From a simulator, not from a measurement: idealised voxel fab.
Process module heading - voxel capacitor over wiring
Section shown: cut. Width: 240 nm. Cell size: 5 nm, square.
Reading order for cross-sections: top band down to bottom band. Underlying form: a grid of square cells. Band size: one or more rows of cells.
The entry gives the band's vertical extent as a top height and a bottom height in nm, then its horizontal make-up as materials from left to right, each with a width in nm. "blank" stands for empty space; a single material marked "edge to edge" fills the band edge to edge.
The level at which height equals 0 is the one under which the wafer, as it arrives, is entirely one material. No lower edge exists for the bottom band, which continues downward and is notated as in "top 0, no bottom".
Top row gets the first number, bottom row gets the second, and each row in between changes by the same step: that is how a band width like "30..40" works.
Any step labelled "nothing altered" changed none of the cells in the cross-section.
Closed-off voids of 8+ cells (no open route to the top) go in "Entrapped void list", written width x height at distance from the left edge, in nm.
Post-settings text on a step line: simulator's own remark regarding the step.
A step line may carry the setting "overlay nm", which, for steps involving a mask, states the distance by which the mask lay to the right of its intended position; negative values denote displacement to the left.

[These are the steps we planned for the process]
1 RECEIVE, material Si
2 CONFORMAL_DEP, material SiO2, thk nm 10
3 DIRECTIONAL_DEP, material TiN, thk nm 5
4 DIRECTIONAL_DEP, material Ru, thk nm 15
5 DIRECTIONAL_DEP, material aC, thk nm 15
6 PATTERN, tone cover, mask id METAL_1, material resist, width nm 30, pitch nm 85, thk nm 35, overlay nm 0
7 DIRECTIONAL_ETCH, etch materials aC, depth nm 15
8 STRIP, etch materials resist
9 DIRECTIONAL_ETCH, etch materials Ru, depth nm 15
10 DIRECTIONAL_ETCH, etch materials TiN, depth nm 5
11 STRIP, etch materials aC
12 CONFORMAL_DEP, material SiCN, thk nm 5
13 FILL_DEP, material lowk, thk nm 5
14 CMP, height nm 30
15 CONFORMAL_DEP, material SiCN, thk nm 5
16 DIRECTIONAL_DEP, material SiO2, thk nm 20
17 MASKED_ETCH, tone open, mask id PLUG_1, width nm 15, etch materials SiO2, depth nm 20, overlay nm 0
18 MASKED_ETCH, tone open, mask id PLUG_1, width nm 15, etch materials SiCN, depth nm 5, overlay nm 0
19 EPI, material Ru, thk nm 10
20 EPI, material Ru, thk nm 10
21 EPI, material Ru, thk nm 5
22 DIRECTIONAL_DEP, material TiN, thk nm 10
23 DIRECTIONAL_DEP, material Al2O3, thk nm 5
24 DIRECTIONAL_DEP, material TiN, thk nm 10
25 DIRECTIONAL_DEP, material aC, thk nm 15
26 PATTERN, tone cover, mask id UPPER_PLATE, material resist, width nm 60, thk nm 30, overlay nm 0
27 DIRECTIONAL_ETCH, etch materials aC, depth nm 15
28 STRIP, etch materials resist
29 DIRECTIONAL_ETCH, etch materials TiN, depth nm 10
30 DIRECTIONAL_ETCH, etch materials Al2O3, depth nm 5
31 STRIP, etch materials aC
32 PATTERN, tone cover, mask id LOWER_PLATE, material resist, width nm 70, thk nm 15, overlay nm 0
33 DIRECTIONAL_ETCH, etch materials TiN, depth nm 10
34 STRIP, etch materials resist
35 FILL_DEP, material SiO2, thk nm 15
36 CMP, height nm 90
37 PATTERN, tone open, mask id PLUG_2, material resist, width nm 15, thk nm 20, overlay nm 0
38 DIRECTIONAL_ETCH, etch materials SiO2, depth nm 10
39 STRIP, etch materials resist
40 CONFORMAL_DEP, material TiN, thk nm 5
41 FILL_DEP, material W, thk nm 10
42 CMP, height nm 90
43 CONFORMAL_DEP, material SiN, thk nm 5

[Cross-section of the incoming wafer, state after step 1]
  top 0, no bottom | Si edge to edge
  Entrapped void list: none

[Cross-section: first of two wafers, module finished, run according to plan]
  top 95, bottom 90 | SiN edge to edge
  top 90, bottom 85 | SiO2 85 | TiN 5 | W 5 | TiN 5 | SiO2 140
  top 85, bottom 80 | SiO2 85 | TiN 15 | SiO2 140
  top 80, bottom 70 | SiO2 75 | TiN 60 | SiO2 105
  top 70, bottom 65 | SiO2 75 | Al2O3 60 | SiO2 105
  top 65, bottom 55 | SiO2 70 | TiN 70 | SiO2 100
  top 55, bottom 35 | SiO2 75 | Ru 15 | SiO2 150
  top 35, bottom 30 | SiCN 75 | Ru 15 | SiCN 150
  top 30, bottom 15 | lowk 55 | SiCN 5 | Ru 30 | SiCN 5 | lowk 45 | SiCN 5 | Ru 30 | SiCN 5 | lowk 60
  top 15, bottom 10 | SiCN 60 | TiN 30 | SiCN 55 | TiN 30 | SiCN 65
  top 10, bottom 0 | SiO2 edge to edge
  top 0, no bottom | Si edge to edge
  Entrapped void list: none

[Now the second wafer, cross-sectioned at the end of the module. Nothing different at the start, nothing different in the plan compared with the first, just one mistake when it was actually run]
  top 95, bottom 90 | SiN edge to edge
  top 90, bottom 85 | SiO2 85 | TiN 5 | W 5 | TiN 5 | SiO2 140
  top 85, bottom 80 | SiO2 85 | TiN 15 | SiO2 140
  top 80, bottom 70 | SiO2 75 | TiN 60 | SiO2 105
  top 70, bottom 65 | SiO2 75 | Al2O3 60 | SiO2 105
  top 65, bottom 55 | SiO2 70 | TiN 75 | SiO2 95
  top 55, bottom 35 | SiO2 75 | Ru 15 | SiO2 150
  top 35, bottom 30 | SiCN 75 | Ru 15 | SiCN 150
  top 30, bottom 15 | lowk 55 | SiCN 5 | Ru 30 | SiCN 5 | lowk 45 | SiCN 5 | Ru 30 | SiCN 5 | lowk 60
  top 15, bottom 10 | SiCN 60 | TiN 30 | SiCN 55 | TiN 30 | SiCN 65
  top 10, bottom 0 | SiO2 edge to edge
  top 0, no bottom | Si edge to edge
  Entrapped void list: none
Error vs. plan: not per plan at step 32, really ran PATTERN, tone cover, mask id LOWER_PLATE, material resist, width nm 75, thk nm 15, overlay nm 0
Per the end-of-run cell counts, the second wafer holds more or fewer of some materials than the first: 2 fewer of SiO2, 2 more of TiN
